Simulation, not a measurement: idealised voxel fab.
process module | voxel transistor to metal
cross-section cut | 285 nm wide | cells 5 nm
A cross-section is a grid of square cells, given in bands from the top down. A band is one or more rows of cells.
Each band's line starts with the height of the band's top and of its bottom, in nm. Then come its materials from left to right, each with its width in nm. One material with "throughout" fills the band from edge to edge. "air" is empty space.
Height 0 is the level under which the wafer as received is all one material. The lowest band goes on downwards, as in "0 down".
A width such as "30 to 40" changes by the same amount from each row of cells to the next, from the band's top row to its bottom row.
"no change" after a step means that no cell of the cross-section changed.
closed voids: empty space of 8 cells or more with no open way to the top, each as width x height at its distance from the left edge, in nm
after a step's settings: what the simulator itself notes on the step
overlay nm, on a step with a mask: how far to the right of its planned place the mask lay; to the left if negative
plan
1 op RECEIVE | material Si
2 op OXIDIZE | depth nm 5
3 op CONFORMAL_DEP | material SiN | thk nm 10
4 op DIRECTIONAL_DEP | material aC | thk nm 10
5 op PATTERN | tone cover | mask id ACTIVE | material resist | width nm 115 | pitch nm 135 | thk nm 30 | overlay nm 0
6 op DIRECTIONAL_ETCH | etch materials aC | depth nm 10
7 op STRIP | etch materials resist
8 op DIRECTIONAL_ETCH | etch materials SiN | depth nm 10
9 op DIRECTIONAL_ETCH | etch materials SiO2 | depth nm 5
10 op DIRECTIONAL_ETCH | etch materials Si | depth nm 35
11 op STRIP | etch materials aC
12 op OXIDIZE | depth nm 5
13 op FILL_DEP | material SiO2 | thk nm 10
14 op CMP | height nm 10
15 op SELECTIVE_ETCH | etch materials SiO2 | depth nm 5
16 op STRIP | etch materials SiN
17 op SELECTIVE_ETCH | etch materials SiO2 | depth nm 5
18 op OXIDIZE | depth nm 5
19 op DIRECTIONAL_DEP | material polySi | thk nm 20
20 op DIRECTIONAL_DEP | material SiCN | thk nm 10
21 op MASKED_ETCH | tone cover | mask id GATE | width nm 35 | pitch nm 135 | etch materials SiCN | depth nm 20 | overlay nm 0
22 op MASKED_ETCH | tone cover | mask id GATE | width nm 25 | pitch nm 135 | etch materials polySi | depth nm 30 | overlay nm 0
23 op CONFORMAL_DEP | material SiN | thk nm 10
24 op DIRECTIONAL_ETCH | etch materials SiN | depth nm 10
25 op DIRECTIONAL_ETCH | etch materials SiO2 | depth nm 5
26 op EPI | material SiGe | thk nm 5
27 op FILL_DEP | material SiO2 | thk nm 5
28 op CMP | height nm 15
29 op STRIP | etch materials polySi
30 op SELECTIVE_ETCH | etch materials SiO2 | depth nm 5
31 op CONFORMAL_DEP | material HfO2 | thk nm 5
32 op CONFORMAL_DEP | material TiN | thk nm 5
33 op FILL_DEP | material W | thk nm 5
34 op CMP | height nm 10
35 op DIRECTIONAL_DEP | material SiO2 | thk nm 10
36 op DIRECTIONAL_DEP | material aC | thk nm 15
37 op PATTERN | tone open | mask id CONTACT | material resist | width nm 15 | thk nm 30 | overlay nm 0
38 op DIRECTIONAL_ETCH | etch materials aC | depth nm 15
39 op STRIP | etch materials resist
40 op DIRECTIONAL_ETCH | etch materials SiO2 | depth nm 25
41 op STRIP | etch materials aC
42 op CONFORMAL_DEP | material TiN | thk nm 5
43 op FILL_DEP | material W | thk nm 10
44 op CMP | height nm 20
45 op CONFORMAL_DEP | material SiN | thk nm 5
46 op DIRECTIONAL_DEP | material lowk | thk nm 20
47 op PATTERN | tone open | mask id METAL_1 | material resist | width nm 15 | thk nm 15 | overlay nm 0
48 op DIRECTIONAL_ETCH | etch materials lowk | depth nm 20
49 op DIRECTIONAL_ETCH | etch materials SiN | depth nm 5
50 op STRIP | etch materials resist
51 op CONFORMAL_DEP | material TiN | thk nm 5
52 op FILL_DEP | material Cu | thk nm 5
53 op CMP | height nm 45
54 op EPI | material Ru | thk nm 5
55 op FILL_DEP | material SiCN | thk nm 5
varied across the wafers: width nm of step 22. The plan shows the first wafer's value. All wafers start alike
first wafer as received, after step 1
  0 down: Si throughout
  closed voids: none
each wafer at the end: cells of each material gained (+) or lost (-) since it was received, then its closed voids
width nm 25 | +16 Cu | +30 HfO2 | +20 Ru | -219 Si | +94 SiCN | +20 SiGe | +77 SiN | +275 SiO2 | +106 TiN | +28 W | +180 lowk | closed voids: none
width nm 30 | +16 Cu | +30 HfO2 | +20 Ru | -219 Si | +94 SiCN | +20 SiGe | +77 SiN | +275 SiO2 | +106 TiN | +28 W | +180 lowk | closed voids: none
width nm 35 | +16 Cu | +30 HfO2 | +20 Ru | -219 Si | +94 SiCN | +20 SiGe | +77 SiN | +275 SiO2 | +106 TiN | +28 W | +180 lowk | closed voids: none
width nm 40 | +16 Cu | +32 HfO2 | +20 Ru | -219 Si | +94 SiCN | +18 SiGe | +77 SiN | +269 SiO2 | +108 TiN | +32 W | +180 lowk | closed voids: none
width nm 45 | +16 Cu | +34 HfO2 | +20 Ru | -219 Si | +94 SiCN | +16 SiGe | +77 SiN | +263 SiO2 | +110 TiN | +36 W | +180 lowk | closed voids: none
width nm 50 | +16 Cu | +36 HfO2 | +20 Ru | -219 Si | +94 SiCN | +14 SiGe | +77 SiN | +263 SiO2 | +112 TiN | +34 W | +180 lowk | closed voids: none
